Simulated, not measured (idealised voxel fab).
process module | voxel released beams
In the cross-section labelled cut, the width is 145 nm and each square cell is 5 nm.
If you're reading a cross-section in this doc, picture square cells in a grid; it comes to you as bands, top ones listed first down to the bottom, and a band can be one or more rows of cells. Quick guide to a band line: top height, bottom height (nm) up front; then every material left to right with its width in nm. Only one material and it's marked "edge to edge"? Then it fills the band edge to edge. And "blank" just means empty space. Heads up on the height convention: 0 is the point under which the incoming wafer is all one material, and the lowest band has no bottom, it just keeps going down, like "z 0 and below". The width entry "30 to 40" should be interpreted row by row: the top row of cells in the band takes the first number, the bottom row takes the second number, and the change between adjacent rows is uniform throughout. A step reported as "nothing changed" is a step in which no cell of the cross-section changed. "Closed internal voids" enumerates empty spaces isolated from the top, with no open way to it, that contain at least 8 cells, giving each as width x height at distance from the left edge, all three in nm. after a step's settings: what the simulator itself notes on the step. Each step line may optionally specify "overlay nm", which for a step with a mask gives the rightward distance between the mask's planned place and where it lay, a negative value indicating the leftward direction.
**Steps in the process plan**
1 RECEIVE with material Si
2 CONFORMAL_DEP with material Al2O3, thk nm 10
3 DIRECTIONAL_DEP with material SiO2, thk nm 15
4 DIRECTIONAL_DEP with material aC, thk nm 10
5 PATTERN with tone open, mask id ANCHOR, material resist, width nm 45, thk nm 25, overlay nm 0
6 DIRECTIONAL_ETCH with etch materials aC, depth nm 10
7 STRIP with etch materials resist
8 DIRECTIONAL_ETCH with etch materials SiO2, depth nm 15
9 STRIP with etch materials aC
10 CONFORMAL_DEP with material polySi, thk nm 15
11 PATTERN with tone cover, mask id BEAM, material resist, width nm 110, thk nm 20, overlay nm 0
12 DIRECTIONAL_ETCH with etch materials polySi, depth nm 15
13 STRIP with etch materials resist
14 STRIP with etch materials SiO2
**As received (post step 1): cross-section**
	z 0 and below = Si edge to edge
	Closed internal voids: none
**Same starting wafer, same plan as above, one mistake in the execution; this is the cross-section at the end of the module**
	z 40 to 25 = 20 nm blank | 15 nm polySi | 15 nm blank | 80 nm polySi | 15 nm blank
	z 25 to 10 = 20 nm blank | 45 nm polySi | 80 nm blank
	z 10 to 0 = Al2O3 edge to edge
	z 0 and below = Si edge to edge
	Closed internal voids: none
What was the processing mistake? contrary to plan, step 11 was performed as PATTERN with tone cover, mask id BEAM, material resist, width nm 110, thk nm 20, overlay nm 5
